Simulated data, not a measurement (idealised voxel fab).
Process module name: voxel tone inversion
Xsec cut, 155 nm wide, square cell size 5 nm.
Cross-section layout: square cells on a grid; listed as bands, top to bottom; a band spans one or more cell rows. Band: top height; bottom height; in nm. Then, left to right: material with width in nm, for each material. "edge to edge": a single material spanning edge to edge. "air": empty space. Heights are expressed relative to 0, this being the level below which the as-received wafer comprises one material exclusively. The lowest band is unbounded in the downward direction and is denoted as in "0 -> down". Width "30->40": first value at the band's top row of cells, second value at its bottom row, equal change from row to row. Step marked "no change"? Then no cell in the cross-section changed in it. Closed-off voids of 8+ cells (no open route to the top) go in "Enclosed cavity list", written width x height at distance from the left edge, in nm. Read whatever lies past the settings on a step's line as the simulator's own remark about the step. Steps that use a mask can have "overlay nm" on their line. It says how far the mask sat to the right of where it was meant to be. Negative means to the left.

[Planned step list for the process]
1: RECEIVE,material Si
2: CONFORMAL_DEP,material SiN,thk nm 5
3: DIRECTIONAL_DEP,material polySi,thk nm 15
4: PATTERN,tone cover,mask id POSTS,material resist,width nm 25,pitch nm 55,thk nm 20,overlay nm 0
5: DIRECTIONAL_ETCH,etch materials polySi,depth nm 15
6: STRIP,etch materials resist
7: FILL_DEP,material lowk,thk nm 5
8: CMP,height nm 20
9: STRIP,etch materials polySi
10: CONFORMAL_DEP,material TiN,thk nm 5
11: FILL_DEP,material Ru,thk nm 10
12: CMP,height nm 20
13: CONFORMAL_DEP,material SiN,thk nm 5

[Account of the first of two wafers, which was processed as intended]

[Received-state cross-section, reflecting completion of step 1]
    0 -> down = Si edge to edge
    Enclosed cavity list: none

[Cross-section through the wafer, step 2 finished]
    5 -> 0 = SiN edge to edge
    Everything under 0 stays put, no change at all.

[Cross-section through the wafer, step 3 finished]
    20 -> 5 = polySi edge to edge
    Everything under 5 stays put, no change at all.

[Cross-section through the wafer, step 4 finished]
    40 -> 20 = air: 35; resist: 25; air: 30; resist: 25; air: 40
    Everything under 20 stays put, no change at all.

[Cross-section through the wafer, step 5 finished]
    40 -> 20 = air: 35; resist: 25; air: 30; resist: 25; air: 40
    20 -> 5 = air: 35; polySi: 25; air: 30; polySi: 25; air: 40
    Everything under 5 stays put, no change at all.

[Cross-section through the wafer, step 6 finished]
    20 -> 5 = air: 35; polySi: 25; air: 30; polySi: 25; air: 40
    Everything under 5 stays put, no change at all.

[Cross-section through the wafer, step 7 finished]
    25 -> 20 = lowk edge to edge
    20 -> 5 = lowk: 35; polySi: 25; lowk: 30; polySi: 25; lowk: 40
    Everything under 5 stays put, no change at all.

[Cross-section through the wafer, step 8 finished]
    20 -> 5 = lowk: 35; polySi: 25; lowk: 30; polySi: 25; lowk: 40
    Everything under 5 stays put, no change at all.

[Cross-section through the wafer, step 9 finished]
    20 -> 5 = lowk: 35; air: 25; lowk: 30; air: 25; lowk: 40
    Everything under 5 stays put, no change at all.

[Cross-section through the wafer, step 10 finished]
    25 -> 20 = TiN: 40; air: 15; TiN: 40; air: 15; TiN: 45
    20 -> 10 = lowk: 35; TiN: 5; air: 15; TiN: 5; lowk: 30; TiN: 5; air: 15; TiN: 5; lowk: 40
    10 -> 5 = lowk: 35; TiN: 25; lowk: 30; TiN: 25; lowk: 40
    Everything under 5 stays put, no change at all.

[Cross-section through the wafer, step 11 finished]
    35 -> 25 = Ru edge to edge
    25 -> 20 = TiN: 40; Ru: 15; TiN: 40; Ru: 15; TiN: 45
    20 -> 10 = lowk: 35; TiN: 5; Ru: 15; TiN: 5; lowk: 30; TiN: 5; Ru: 15; TiN: 5; lowk: 40
    Everything under 10 stays put, no change at all.

[Cross-section through the wafer, step 12 finished]
    20 -> 10 = lowk: 35; TiN: 5; Ru: 15; TiN: 5; lowk: 30; TiN: 5; Ru: 15; TiN: 5; lowk: 40
    Everything under 10 stays put, no change at all.

[Cross-section through the wafer, step 13 finished]
    25 -> 20 = SiN edge to edge
    Everything under 20 stays put, no change at all.

[The Second Wafer: Common Origin and Plan, One Mistake in Execution, Identical to the First Through Step 11]

[The second wafer in cross-section, at the planned close of step 12]
    10 -> 5 = lowk: 35; TiN: 25; lowk: 30; TiN: 25; lowk: 40
    Everything under 5 stays put, no change at all.

[The second wafer in cross-section, at the planned close of step 13]
    15 -> 10 = SiN edge to edge
    Everything under 10 stays put, no change at all.
Want to know what went wrong? step 12, actual vs plan mismatch, actual run CMP,height nm 10
Wafer comparison, final, in cells, second relative to first, materials more or fewer: 12 fewer of Ru, 8 fewer of TiN, 42 fewer of lowk
